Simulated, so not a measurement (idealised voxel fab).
The process module presented herein is designated voxel self aligned contacts.
cross-section cut | 260 nm wide | cells 5 nm
Cross-section spec: square-cell grid; bands listed top down; each band is one or more rows. Per band: top height and bottom height in nm, followed by the left-to-right materials and their widths in nm; "throughout" marks a single material spanning edge to edge, "air" marks empty space. Heights are expressed relative to 0, this being the level below which the as-received wafer comprises one material exclusively. The lowest band is unbounded in the downward direction and is denoted as in "top 0, no bottom". Think of "30..40" as a width that walks from the first number to the second as you go down the band, top row to bottom row, taking equal-sized steps from row to row. A step reported as "no alteration" is a step in which no cell of the cross-section changed. Any empty space of 8 cells or more lacking an open way to the top shows up in "Sealed void listing" as width x height at distance, distance from the left edge, in nm. Past the settings on a step's line: simulator remark, on that step. "overlay nm" denotes, for a step that has a mask, the displacement of the mask to the right of its planned place, with negative values corresponding to the left.

## Process steps (planned)
1: RECEIVE, material Si
2: OXIDIZE, depth nm 5
3: DIRECTIONAL_DEP, material polySi, thk nm 30
4: DIRECTIONAL_DEP, material SiN, thk nm 15
5: DIRECTIONAL_DEP, material aC, thk nm 10
6: PATTERN, tone cover, mask id GATE, material resist, width nm 30, pitch nm 55, thk nm 30, overlay nm 0
7: DIRECTIONAL_ETCH, etch materials aC, depth nm 10
8: STRIP, etch materials resist
9: DIRECTIONAL_ETCH, etch materials SiN, depth nm 15
10: DIRECTIONAL_ETCH, etch materials polySi, depth nm 30
11: STRIP, etch materials aC
12: CONFORMAL_DEP, material SiN, thk nm 5
13: DIRECTIONAL_ETCH, etch materials SiN, depth nm 5
14: FILL_DEP, material SiO2, thk nm 15
15: CMP, height nm 50
16: MASKED_ETCH, tone open, mask id CONTACT, width nm 35, etch materials SiO2, depth nm 55, overlay nm 0
17: CONFORMAL_DEP, material TiN, thk nm 5
18: FILL_DEP, material Ru, thk nm 5
19: CMP, height nm 50
20: CONFORMAL_DEP, material SiN, thk nm 5

## Cross-section of the wafer at receipt, which is the condition after step 1
> top 0, no bottom: Si throughout
> Sealed void listing: none

## Cross-sectional result after module completion. Note: starting condition and plan are unchanged from above; one processing mistake was made
> top 55, bottom 50: SiN throughout
> top 50, bottom 45: 110 SiO2, then 15 TiN, then 5 Ru, then 15 TiN, then 115 SiO2
> top 45, bottom 30: 80 SiO2, then 40 SiN, then 5 TiN, then 5 Ru, then 5 TiN, then 40 SiN, then 85 SiO2
> top 30, bottom 10: 80 SiO2, then 5 SiN, then 30 polySi, then 5 SiN, then 5 TiN, then 5 Ru, then 5 TiN, then 5 SiN, then 30 polySi, then 5 SiN, then 85 SiO2
> top 10, bottom 5: 80 SiO2, then 5 SiN, then 30 polySi, then 5 SiN, then 15 TiN, then 5 SiN, then 30 polySi, then 5 SiN, then 85 SiO2
> top 5, bottom 0: 85 SiN, then 30 polySi, then 25 SiN, then 30 polySi, then 90 SiN
> top 0, bottom -5: SiO2 throughout
> top -5, no bottom: Si throughout
> Sealed void listing: none
What was the processing mistake? plan vs actual: 12 and 13 interchanged
